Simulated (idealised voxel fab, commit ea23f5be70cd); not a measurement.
voxel ribs on slabs: a process module
Displayed cross-section: cut, width of 260 nm, square cells sized 5 nm.
If you're reading a cross-section in this doc, picture square cells in a grid; it comes to you as bands, top ones listed first down to the bottom, and a band can be one or more rows of cells.
It is stipulated that each band's entry specify, in nanometres, the height of the top of the band and then that of its bottom, followed by the materials of the band in left-to-right sequence, each together with its width in nanometres. A single material marked by the word "throughout" is understood to fill the band from edge to edge; the word "empty" is understood to denote empty space.
All heights in this document are referenced to 0, defined as the level beneath which the wafer, as received, consists entirely of one material. The lowest band is not bounded below; it extends indefinitely downward and is written in the form "from 0 down".
Quick explanation for "30 to 40": the width changes in equal steps down the rows of cells, from the first number in the band's top row to the second number in its bottom row.
It should be understood that the words "remained the same", when stated for a given step, signify that the cross-section underwent no change in any of its cells during that step.
"Enclosed cavity list": sealed empty spaces, 8 cells or more, no open way to top, listed width x height at distance, with distance from the left edge and width, height and distance in nm.
Text after the settings on a step's line: the simulator's own remark on that step.
You can add "overlay nm" to a step's line. For a step with a mask, it describes how far the mask lay to the right of its planned position, and a negative number describes a lay to the left.
[Process steps foreseen in the plan]
1) op RECEIVE | material Si
2) op DIRECTIONAL_DEP | material SiO2 | thk nm 30
3) op DIRECTIONAL_DEP | material SiN | thk nm 15
4) op PATTERN | tone cover | mask id RIB | material resist | width nm 25 | thk nm 15 | overlay nm 0
5) op DIRECTIONAL_ETCH | etch materials SiN | depth nm 5
6) op STRIP | etch materials resist
7) op MASKED_ETCH | tone cover | mask id SLAB | width nm 55 | etch materials SiN | depth nm 10 | overlay nm 0
8) op FILL_DEP | material SiO2 | thk nm 25
9) op CMP | height nm 65
10) op DIRECTIONAL_DEP | material TiN | thk nm 5
11) op MASKED_ETCH | tone cover | mask id HEATER | width nm 35 | etch materials TiN | depth nm 5 | overlay nm 0
12) op CONFORMAL_DEP | material SiO2 | thk nm 5
[Wafer cross-section on receipt, i.e. after step 1]
- from 0 down: Si throughout
- Enclosed cavity list: none
[The module was run from the start shown above using the plan shown above, but one mistake was made doing it; the resulting wafer cross-section is below]
- from 75 to 45: SiO2 throughout
- from 45 to 40: 115 SiO2, then 25 SiN, then 120 SiO2
- from 40 to 30: 100 SiO2, then 55 SiN, then 105 SiO2
- from 30 to 0: SiO2 throughout
- from 0 down: Si throughout
- Enclosed cavity list: none
The plan and the run diverged here: heads up, step 10 didn't go per plan, it actually ran as op DIRECTIONAL_DEP | material SiO2 | thk nm 5
